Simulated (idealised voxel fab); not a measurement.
Presented below is a process module, voxel self aligned vias.
Square cells of 5 nm make up the cross-section cut, whose width is 295 nm.
For the purposes of this document, a cross-section shall be understood as a grid of square cells, specified as bands listed in top-to-bottom order, each band consisting of one or more rows of cells.
Within each band entry, the heights of the top and of the bottom of the band appear first, in that order and in nm; the materials of the band then follow from left to right, each with its corresponding width in nm. The designation "everywhere" on a single material indicates that it fills the band from edge to edge; the designation "blank" indicates empty space.
Convention: height 0 is the level below which the wafer, as received, is all one material. The lowest band does not terminate at the bottom but continues downward, represented as "0 and below".
The two numbers in a width such as "30->40" mark its ends across the band: the first belongs to the top row of cells, the second to the bottom row, and from each row to the next the width moves by the same amount.
Given "everything unchanged" for a step, no cell of the cross-section differs between before and after that step.
Empty spaces without an open route to the top, at least 8 cells in extent, make up the entry "Closed void entries"; each is given as width x height at distance, where the distance is measured from the left edge, and all are in nm.
Heads up: the bit after the settings on a step's line is the simulator's remark on that step.
"overlay nm" answers the question of how far to the right of plan the mask lay on a step that has a mask, and when it is negative the answer is to the left.
STEPS PLANNED FOR THE PROCESS
1: RECEIVE, material Si
2: CONFORMAL_DEP, material SiO2, thk nm 15
3: CONFORMAL_DEP, material SiCN, thk nm 5
4: DIRECTIONAL_DEP, material SiO2, thk nm 20
5: PATTERN, tone open, mask id LINES, material resist, width nm 30, pitch nm 65, thk nm 20, overlay nm 0
6: DIRECTIONAL_ETCH, etch materials SiO2, depth nm 20
7: STRIP, etch materials resist
8: CONFORMAL_DEP, material TiN, thk nm 5
9: FILL_DEP, material Ru, thk nm 10
10: CMP, height nm 40
11: SELECTIVE_ETCH, etch materials W Ru TiN, depth nm 10
12: FILL_DEP, material SiN, thk nm 10
13: CMP, height nm 40
14: DIRECTIONAL_DEP, material SiO2, thk nm 15
15: MASKED_ETCH, tone open, mask id VIAS, width nm 50, etch materials SiO2, depth nm 15, overlay nm 0
16: MASKED_ETCH, tone open, mask id VIAS, width nm 50, etch materials SiN, depth nm 10, overlay nm 0
17: CONFORMAL_DEP, material TiN, thk nm 5
18: FILL_DEP, material Ru, thk nm 5
19: CMP, height nm 55
20: CONFORMAL_DEP, material SiCN, thk nm 5
CROSS-SECTIONAL VIEW OF THE WAFER IN ITS AS-RECEIVED CONDITION, CORRESPONDING TO THE STATE AFTER STEP 1
> 0 and below | Si everywhere
> Closed void entries: none
CROSS-SECTIONAL VIEW OF THE FIRST OF THE TWO WAFERS UPON COMPLETION OF THE MODULE, PROCESSED IN ACCORDANCE WITH THE PLAN
> 60 down to 55 | SiCN everywhere
> 55 down to 45 | SiO2 90; TiN 5; Ru 40; TiN 5; SiO2 155
> 45 down to 40 | SiO2 90; TiN 15; Ru 20; TiN 15; SiO2 155
> 40 down to 35 | SiO2 100; TiN 5; Ru 20; TiN 5; SiO2 35; SiN 30; SiO2 100
> 35 down to 30 | SiO2 100; TiN 30; SiO2 35; SiN 30; SiO2 100
> 30 down to 25 | SiO2 100; TiN 5; Ru 20; TiN 5; SiO2 35; TiN 5; Ru 20; TiN 5; SiO2 100
> 25 down to 20 | SiO2 100; TiN 30; SiO2 35; TiN 30; SiO2 100
> 20 down to 15 | SiCN everywhere
> 15 down to 0 | SiO2 everywhere
> 0 and below | Si everywhere
> Closed void entries: none
MODULE END: CROSS-SECTION OF WAFER TWO OF TWO. SAME START AND PROCESS PLAN AS THE FIRST WAFER. ONE MISTAKE DURING EXECUTION
> 60 down to 55 | SiCN everywhere
> 55 down to 40 | SiO2 90; TiN 5; Ru 40; TiN 5; SiO2 155
> 40 down to 35 | SiN 90; TiN 5; Ru 40; TiN 5; SiN 155
> 35 down to 30 | SiN 90; TiN 50; SiN 155
> 30 down to 25 | TiN 105; Ru 20; TiN 45; Ru 20; TiN 105
> 25 down to 10 | SiO2 100; TiN 5; Ru 20; TiN 5; SiO2 35; TiN 5; Ru 20; TiN 5; SiO2 100
> 10 down to 5 | SiO2 100; TiN 30; SiO2 35; TiN 30; SiO2 100
> 5 down to 0 | SiCN everywhere
> 0 and below | Si everywhere
> Closed void entries: none
So what did we get wrong on this run? plan step 2 never ran because it was skipped
The second wafer ends with more or fewer cells of some materials than the first, per final count: 32 more of Ru, 86 more of SiN, 177 fewer of SiO2, 59 more of TiN
